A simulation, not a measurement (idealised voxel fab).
Proc. module: voxel double patterning
The figure presents cross-section cut, which has a width of 155 nm and is divided into square cells with an edge length of 5 nm.
Bands, listed from the top down, are how a cross-section gets written in this document; the cross-section itself is a grid of square cells, and a band is one or more rows of them. What a band's entry tells you: where the top is and where the bottom is, as heights in nm, and after that what lies inside, material by material from left to right, each with its width in nm. Empty space is written as the word "air", and a single material marked with the word "all across" occupies the band from edge to edge. We count height from 0. Below that, the starting wafer is all one material. The lowest band never ends at the bottom but goes on down; see "0..down" for how that is written. It should be noted that a width expressed as "30->40" varies in equal increments from row to row of cells within the band, taking the value of the first number at the top row and that of the second number at the bottom row. Step note "remains unaltered" = no cross-section cell changed. Closed empty spaces (no open way to the top) of 8 cells or more are what "Closed voids list" lists, each as width x height at distance from the left edge, nm for all three. Note: text after step settings on the step line = simulator remark on that step. The setting "overlay nm" may be written on the line of a step. When the step uses a mask, the value reports how far to the right of the planned place the mask lay, and a negative value reports that it lay to the left.

### The process steps that were planned are listed below
| 1 | RECEIVE: material Si |
| 2 | CONFORMAL_DEP: material SiO2, thk nm 5 |
| 3 | DIRECTIONAL_DEP: material polySi, thk nm 10 |
| 4 | DIRECTIONAL_DEP: material SiN, thk nm 10 |
| 5 | MASKED_ETCH: tone open, mask id FIRST, width nm 15, pitch nm 50, etch materials SiN, depth nm 10, overlay nm 0 |
| 6 | PATTERN: tone open, mask id SECOND, material resist, width nm 15, pitch nm 50, thk nm 15, overlay nm 0 |
| 7 | DIRECTIONAL_ETCH: etch materials SiN, depth nm 10 |
| 8 | STRIP: etch materials resist |
| 9 | DIRECTIONAL_ETCH: etch materials polySi, depth nm 10 |
| 10 | STRIP: etch materials SiN |

### First of two wafers, with the run carried out as planned

### Cross-section, incoming material, after step 1
    0..down: Si all across
    Closed voids list: none

### Cross-section: wafer state after step 2
    5..0: SiO2 all across
    Everything below 0 is unchanged.

### Cross-section: wafer state after step 3
    15..5: polySi all across
    Everything below 5 is unchanged.

### Cross-section: wafer state after step 4
    25..15: SiN all across
    Everything below 15 is unchanged.

### Cross-section: wafer state after step 5
    25..15: SiN=20, then air=15, then SiN=35, then air=15, then SiN=35, then air=15, then SiN=20
    Everything below 15 is unchanged.

### Cross-section: wafer state after step 6
    40..25: resist=45, then air=15, then resist=35, then air=15, then resist=45
    25..15: SiN=20, then resist=15, then SiN=35, then resist=15, then SiN=35, then resist=15, then SiN=20
    Everything below 15 is unchanged.

### Cross-section: wafer state after step 7
    40..25: resist=45, then air=15, then resist=35, then air=15, then resist=45
    25..15: SiN=20, then resist=15, then SiN=10, then air=15, then SiN=10, then resist=15, then SiN=10, then air=15, then SiN=10, then resist=15, then SiN=20
    Everything below 15 is unchanged.

### Cross-section: wafer state after step 8
    25..15: SiN=20, then air=15, then SiN=10, then air=15, then SiN=10, then air=15, then SiN=10, then air=15, then SiN=10, then air=15, then SiN=20
    Everything below 15 is unchanged.

### Cross-section: wafer state after step 9
    25..15: SiN=20, then air=15, then SiN=10, then air=15, then SiN=10, then air=15, then SiN=10, then air=15, then SiN=10, then air=15, then SiN=20
    15..5: polySi=20, then air=15, then polySi=10, then air=15, then polySi=10, then air=15, then polySi=10, then air=15, then polySi=10, then air=15, then polySi=20
    Everything below 5 is unchanged.

### Cross-section: wafer state after step 10
    15..5: polySi=20, then air=15, then polySi=10, then air=15, then polySi=10, then air=15, then polySi=10, then air=15, then polySi=10, then air=15, then polySi=20
    Everything below 5 is unchanged.

### The second wafer: identical to the first at the outset and in its planned sequence, differing only in that one mistake was made during processing; up to and including step 5, its path is the first wafer's path

### Second wafer cross-section, taken as of the time the plan sets for step 6 to be done
    40..25: resist=40, then air=15, then resist=35, then air=15, then resist=50
    25..15: SiN=20, then resist=15, then SiN=35, then resist=15, then SiN=35, then resist=15, then SiN=20
    Everything below 15 is unchanged.

### Second wafer cross-section, taken as of the time the plan sets for step 7 to be done
    40..25: resist=40, then air=15, then resist=35, then air=15, then resist=50
    25..15: SiN=20, then resist=15, then SiN=5, then air=15, then SiN=15, then resist=15, then SiN=5, then air=15, then SiN=15, then resist=15, then SiN=20
    Everything below 15 is unchanged.

### Second wafer cross-section, taken as of the time the plan sets for step 8 to be done
    25..15: SiN=20, then air=15, then SiN=5, then air=15, then SiN=15, then air=15, then SiN=5, then air=15, then SiN=15, then air=15, then SiN=20
    Everything below 15 is unchanged.

### Second wafer cross-section, taken as of the time the plan sets for step 9 to be done
    25..15: SiN=20, then air=15, then SiN=5, then air=15, then SiN=15, then air=15, then SiN=5, then air=15, then SiN=15, then air=15, then SiN=20
    15..5: polySi=20, then air=15, then polySi=5, then air=15, then polySi=15, then air=15, then polySi=5, then air=15, then polySi=15, then air=15, then polySi=20
    Everything below 5 is unchanged.

### Second wafer cross-section, taken as of the time the plan sets for step 10 to be done
    15..5: polySi=20, then air=15, then polySi=5, then air=15, then polySi=15, then air=15, then polySi=5, then air=15, then polySi=15, then air=15, then polySi=20
    Everything below 5 is unchanged.
What broke from the plan during processing? step 6 was not run as planned; what actually ran was PATTERN: tone open, mask id SECOND, material resist, width nm 15, pitch nm 50, thk nm 15, overlay nm -5
Tallied in cells, the final second wafer holds each material in the same quantity as the first, although not at the same places.
